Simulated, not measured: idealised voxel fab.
This is a process module. Its name is voxel gate over fins.
Xsec cut, 195 nm wide, square cell size 5 nm.
For the purposes of this document, a cross-section shall be understood as a grid of square cells, specified as bands listed in top-to-bottom order, each band consisting of one or more rows of cells.
This entry defines a band. It first specifies the height of the band's top and the height of its bottom in nm, and then specifies the band's materials from left to right, stating each material with its width in nm. The word "everywhere" identifies a single material that fills the band from edge to edge, while the word "blank" identifies empty space.
Height 0 is the level under which the wafer as received is all one material. The lowest band goes on downwards, as in "top 0, no bottom".
Think of "30..40" as a width that walks from the first number to the second as you go down the band, top row to bottom row, taking equal-sized steps from row to row.
A step reported as "left unchanged" is a step in which no cell of the cross-section changed.
"Fully closed voids" enumerates empty spaces isolated from the top, with no open way to it, that contain at least 8 cells, giving each as width x height at distance from the left edge, all three in nm.
Post-settings text on a step line: simulator's own remark regarding the step.
The setting "overlay nm" may be written on the line of a step. When the step uses a mask, the value reports how far to the right of the planned place the mask lay, and a negative value reports that it lay to the left.
This section lists the process steps that were planned
1) RECEIVE | material Si
2) CONFORMAL_DEP | material SiN | thk nm 5
3) DIRECTIONAL_DEP | material aC | thk nm 10
4) PATTERN | tone cover | mask id FINS | material resist | width nm 15 | pitch nm 40 | thk nm 25 | overlay nm 0
5) DIRECTIONAL_ETCH | etch materials aC | depth nm 10
6) STRIP | etch materials resist
7) DIRECTIONAL_ETCH | etch materials SiN | depth nm 5
8) DIRECTIONAL_ETCH | etch materials Si | depth nm 40
9) STRIP | etch materials aC
10) OXIDIZE | depth nm 5
11) FILL_DEP | material SiO2 | thk nm 15
12) CMP | height nm 5
13) SELECTIVE_ETCH | etch materials SiO2 | depth nm 15
14) STRIP | etch materials SiN
15) CONFORMAL_DEP | material HfO2 | thk nm 5
16) CONFORMAL_DEP | material TiN | thk nm 5
17) CONFORMAL_DEP | material TiAl | thk nm 5
18) CONFORMAL_DEP | material TiN | thk nm 5
19) FILL_DEP | material W | thk nm 10
20) CMP | height nm 25
21) CONFORMAL_DEP | material SiN | thk nm 10
Concerning the first of two wafers, which was run in accordance with the plan
So this is the incoming wafer in cross-section - it's already been through step 1
  top 0, no bottom | Si everywhere
  Fully closed voids: none
Step 2 done - wafer cross-section
  top 5, bottom 0 | SiN everywhere
  For the remainder of the cross-section, below 0, there is no change.
Step 3 done - wafer cross-section
  top 15, bottom 5 | aC everywhere
  For the remainder of the cross-section, below 5, there is no change.
Step 4 done - wafer cross-section
  top 40, bottom 15 | blank 70; resist 15; blank 25; resist 15; blank 70
  For the remainder of the cross-section, below 15, there is no change.
Step 5 done - wafer cross-section
  top 30, bottom 15 | blank 70; resist 15; blank 25; resist 15; blank 70
  top 15, bottom 5 | blank 70; aC 15; blank 25; aC 15; blank 70
  For the remainder of the cross-section, below 5, there is no change.
Step 6 done - wafer cross-section
  top 15, bottom 5 | blank 70; aC 15; blank 25; aC 15; blank 70
  For the remainder of the cross-section, below 5, there is no change.
Step 7 done - wafer cross-section
  top 15, bottom 5 | blank 70; aC 15; blank 25; aC 15; blank 70
  top 5, bottom 0 | blank 70; SiN 15; blank 25; SiN 15; blank 70
  For the remainder of the cross-section, below 0, there is no change.
Step 8 done - wafer cross-section
  top 15, bottom 5 | blank 70; aC 15; blank 25; aC 15; blank 70
  top 5, bottom 0 | blank 70; SiN 15; blank 25; SiN 15; blank 70
  top 0, bottom -40 | blank 70; Si 15; blank 25; Si 15; blank 70
  For the remainder of the cross-section, below -40, there is no change.
Step 9 done - wafer cross-section
  top 5, bottom 0 | blank 70; SiN 15; blank 25; SiN 15; blank 70
  For the remainder of the cross-section, below 0, there is no change.
Step 10 done - wafer cross-section
  top 5, bottom 0 | blank 70; SiN 15; blank 25; SiN 15; blank 70
  top 0, bottom -40 | blank 70; SiO2 5; Si 5; SiO2 5; blank 25; SiO2 5; Si 5; SiO2 5; blank 70
  top -40, bottom -45 | SiO2 75; Si 5; SiO2 35; Si 5; SiO2 75
  For the remainder of the cross-section, below -45, there is no change.
Step 11 done - wafer cross-section
  top 20, bottom 5 | SiO2 everywhere
  top 5, bottom 0 | SiO2 70; SiN 15; SiO2 25; SiN 15; SiO2 70
  top 0, bottom -45 | SiO2 75; Si 5; SiO2 35; Si 5; SiO2 75
  For the remainder of the cross-section, below -45, there is no change.
Step 12 done - wafer cross-section
  top 5, bottom 0 | SiO2 70; SiN 15; SiO2 25; SiN 15; SiO2 70
  For the remainder of the cross-section, below 0, there is no change.
Step 13 done - wafer cross-section
  top 5, bottom 0 | blank 70; SiN 15; blank 25; SiN 15; blank 70
  top 0, bottom -10 | blank 75; Si 5; blank 35; Si 5; blank 75
  For the remainder of the cross-section, below -10, there is no change.
Step 14 done - wafer cross-section
  top 0, bottom -10 | blank 75; Si 5; blank 35; Si 5; blank 75
  For the remainder of the cross-section, below -10, there is no change.
Step 15 done - wafer cross-section
  top 5, bottom 0 | blank 70; HfO2 15; blank 25; HfO2 15; blank 70
  top 0, bottom -5 | blank 70; HfO2 5; Si 5; HfO2 5; blank 25; HfO2 5; Si 5; HfO2 5; blank 70
  top -5, bottom -10 | HfO2 75; Si 5; HfO2 35; Si 5; HfO2 75
  For the remainder of the cross-section, below -10, there is no change.
Step 16 done - wafer cross-section
  top 10, bottom 5 | blank 65; TiN 25; blank 15; TiN 25; blank 65
  top 5, bottom 0 | blank 65; TiN 5; HfO2 15; TiN 5; blank 15; TiN 5; HfO2 15; TiN 5; blank 65
  top 0, bottom -5 | TiN 70; HfO2 5; Si 5; HfO2 5; TiN 25; HfO2 5; Si 5; HfO2 5; TiN 70
  For the remainder of the cross-section, below -5, there is no change.
Step 17 done - wafer cross-section
  top 15, bottom 10 | blank 60; TiAl 35; blank 5; TiAl 35; blank 60
  top 10, bottom 5 | blank 60; TiAl 5; TiN 25; TiAl 5; blank 5; TiAl 5; TiN 25; TiAl 5; blank 60
  top 5, bottom 0 | TiAl 65; TiN 5; HfO2 15; TiN 5; TiAl 15; TiN 5; HfO2 15; TiN 5; TiAl 65
  For the remainder of the cross-section, below 0, there is no change.
Step 18 done - wafer cross-section
  top 20, bottom 15 | blank 55; TiN 85; blank 55
  top 15, bottom 10 | blank 55; TiN 5; TiAl 35; TiN 5; TiAl 35; TiN 5; blank 55
  top 10, bottom 5 | TiN 60; TiAl 5; TiN 25; TiAl 5; TiN 5; TiAl 5; TiN 25; TiAl 5; TiN 60
  For the remainder of the cross-section, below 5, there is no change.
Step 19 done - wafer cross-section
  top 30, bottom 20 | W everywhere
  top 20, bottom 15 | W 55; TiN 85; W 55
  top 15, bottom 10 | W 55; TiN 5; TiAl 35; TiN 5; TiAl 35; TiN 5; W 55
  For the remainder of the cross-section, below 10, there is no change.
Step 20 done - wafer cross-section
  top 25, bottom 20 | W everywhere
  For the remainder of the cross-section, below 20, there is no change.
Step 21 done - wafer cross-section
  top 35, bottom 25 | SiN everywhere
  For the remainder of the cross-section, below 25, there is no change.
Companion wafer, the second of two: same beginning, same intended sequence, one mistake in carrying it out; through step 12 inclusive it tracks the first exactly
Second wafer, sectioned view, at step 13's planned end time
  top 5, bottom 0 | SiO2 70; blank 15; SiO2 25; blank 15; SiO2 70
  For the remainder of the cross-section, below 0, there is no change.
Second wafer, sectioned view, at step 14's planned end time
  top 0, bottom -10 | blank 75; Si 5; blank 35; Si 5; blank 75
  top -10, bottom -15 | SiO2 55; blank 20; Si 5; blank 35; Si 5; blank 20; SiO2 55
  For the remainder of the cross-section, below -15, there is no change.
Second wafer, sectioned view, at step 15's planned end time
  top 5, bottom 0 | blank 70; HfO2 15; blank 25; HfO2 15; blank 70
  top 0, bottom -5 | blank 70; HfO2 5; Si 5; HfO2 5; blank 25; HfO2 5; Si 5; HfO2 5; blank 70
  top -5, bottom -10 | HfO2 60; blank 10; HfO2 5; Si 5; HfO2 5; blank 25; HfO2 5; Si 5; HfO2 5; blank 10; HfO2 60
  top -10, bottom -15 | SiO2 55; HfO2 20; Si 5; HfO2 35; Si 5; HfO2 20; SiO2 55
  For the remainder of the cross-section, below -15, there is no change.
Second wafer, sectioned view, at step 16's planned end time
  top 10, bottom 5 | blank 65; TiN 25; blank 15; TiN 25; blank 65
  top 5, bottom 0 | blank 65; TiN 5; HfO2 15; TiN 5; blank 15; TiN 5; HfO2 15; TiN 5; blank 65
  top 0, bottom -5 | TiN 70; HfO2 5; Si 5; HfO2 5; TiN 5; blank 15; TiN 5; HfO2 5; Si 5; HfO2 5; TiN 70
  top -5, bottom -10 | HfO2 60; TiN 10; HfO2 5; Si 5; HfO2 5; TiN 25; HfO2 5; Si 5; HfO2 5; TiN 10; HfO2 60
  For the remainder of the cross-section, below -10, there is no change.
Second wafer, sectioned view, at step 17's planned end time
  top 15, bottom 10 | blank 60; TiAl 35; blank 5; TiAl 35; blank 60
  top 10, bottom 5 | blank 60; TiAl 5; TiN 25; TiAl 5; blank 5; TiAl 5; TiN 25; TiAl 5; blank 60
  top 5, bottom 0 | TiAl 65; TiN 5; HfO2 15; TiN 5; TiAl 5; blank 5; TiAl 5; TiN 5; HfO2 15; TiN 5; TiAl 65
  top 0, bottom -5 | TiN 70; HfO2 5; Si 5; HfO2 5; TiN 5; TiAl 15; TiN 5; HfO2 5; Si 5; HfO2 5; TiN 70
  For the remainder of the cross-section, below -5, there is no change.
Second wafer, sectioned view, at step 18's planned end time
  top 20, bottom 15 | blank 55; TiN 85; blank 55
  top 15, bottom 10 | blank 55; TiN 5; TiAl 35; TiN 5; TiAl 35; TiN 5; blank 55
  top 10, bottom 5 | TiN 60; TiAl 5; TiN 25; TiAl 5; TiN 5; TiAl 5; TiN 25; TiAl 5; TiN 60
  top 5, bottom 0 | TiAl 65; TiN 5; HfO2 15; TiN 5; TiAl 5; TiN 5; TiAl 5; TiN 5; HfO2 15; TiN 5; TiAl 65
  For the remainder of the cross-section, below 0, there is no change.
Second wafer, sectioned view, at step 19's planned end time
  top 30, bottom 20 | W everywhere
  top 20, bottom 15 | W 55; TiN 85; W 55
  top 15, bottom 10 | W 55; TiN 5; TiAl 35; TiN 5; TiAl 35; TiN 5; W 55
  For the remainder of the cross-section, below 10, there is no change.
Second wafer, sectioned view, at step 20's planned end time
  top 25, bottom 20 | W everywhere
  For the remainder of the cross-section, below 20, there is no change.
Second wafer, sectioned view, at step 21's planned end time
  top 35, bottom 25 | SiN everywhere
  For the remainder of the cross-section, below 25, there is no change.
Diagnosis: step 14 occupied the plan position of step 13, and the converse holds as well
Upon completion, the second wafer contains, in terms of cells, a greater or smaller amount of certain materials than the first wafer: +6 HfO2 | -15 SiO2 | +2 TiAl | +7 TiN
